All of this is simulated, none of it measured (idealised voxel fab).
process module | voxel self aligned contacts
cross-section cut | 300 nm wide | cells 5 nm
A cross-section is a grid of square cells, given in bands from the top down. A band is one or more rows of cells.
Each band's line starts with the height of the band's top and of its bottom, in nm. Then come its materials from left to right, each with its width in nm. One material with "throughout" fills the band from edge to edge. "air" is empty space.
Height 0 is the level under which the wafer as received is all one material. The lowest band goes on downwards, as in "0 down".
A width such as "30 to 40" changes by the same amount from each row of cells to the next, from the band's top row to its bottom row.
"no change" after a step means that no cell of the cross-section changed.
closed voids: empty space of 8 cells or more with no open way to the top, each as width x height at its distance from the left edge, in nm
after a step's settings: what the simulator itself notes on the step
overlay nm, on a step with a mask: how far to the right of its planned place the mask lay; to the left if negative
plan
1 op RECEIVE | material Si
2 op OXIDIZE | depth nm 5
3 op DIRECTIONAL_DEP | material polySi | thk nm 30
4 op DIRECTIONAL_DEP | material SiN | thk nm 20
5 op DIRECTIONAL_DEP | material aC | thk nm 15
6 op PATTERN | tone cover | mask id GATE | material resist | width nm 35 | pitch nm 80 | thk nm 35 | overlay nm 0
7 op DIRECTIONAL_ETCH | etch materials aC | depth nm 15
8 op STRIP | etch materials resist
9 op DIRECTIONAL_ETCH | etch materials SiN | depth nm 20
10 op DIRECTIONAL_ETCH | etch materials polySi | depth nm 30
11 op STRIP | etch materials aC
12 op CONFORMAL_DEP | material SiN | thk nm 10
13 op DIRECTIONAL_ETCH | etch materials SiN | depth nm 10
14 op FILL_DEP | material SiO2 | thk nm 20
15 op CMP | height nm 60
16 op PATTERN | tone open | mask id CONTACT | material resist | width nm 65 | thk nm 15 | overlay nm 0
17 op DIRECTIONAL_ETCH | etch materials SiO2 | depth nm 65
18 op STRIP | etch materials resist
19 op CONFORMAL_DEP | material TiN | thk nm 5
20 op FILL_DEP | material W | thk nm 5
21 op CMP | height nm 60
22 op CONFORMAL_DEP | material SiN | thk nm 5
as received, after step 1
  0 down: Si throughout
  closed voids: none
first wafer at the end, as planned
  65 to 60: SiN throughout
  60 to 50: SiO2 115 | TiN 5 to 25 | W 55 to 15 | TiN 5 to 25 | SiO2 120
  50 to 30: SiO2 80 | SiN 55 | TiN 5 | W 15 | TiN 5 | SiN 55 | SiO2 85
  30 to 0: SiO2 80 | SiN 10 | polySi 35 | SiN 10 | TiN 5 | W 15 | TiN 5 | SiN 10 | polySi 35 | SiN 10 | SiO2 85
  0 to -5: SiO2 135 | TiN 25 | SiO2 140
  -5 down: Si throughout
  closed voids: none
second wafer at the end: like start, like plan, one mistake
  65 to 60: SiN throughout
  60 to 55: SiO2 80 | SiN 55 | TiN 5 | W 15 | TiN 5 | SiN 55 | SiO2 85
  55 to 50: SiO2 80 | SiN 55 | TiN 25 | SiN 55 | SiO2 85
  50 to 30: SiN throughout
  30 to 0: polySi throughout
  0 to -5: SiO2 throughout
  -5 down: Si throughout
  closed voids: none
what went wrong: step 4 was run twice
at the end the second wafer has, in cells: 148 more of SiN | 353 fewer of SiO2 | 30 fewer of TiN | 41 fewer of W | 276 more of polySi
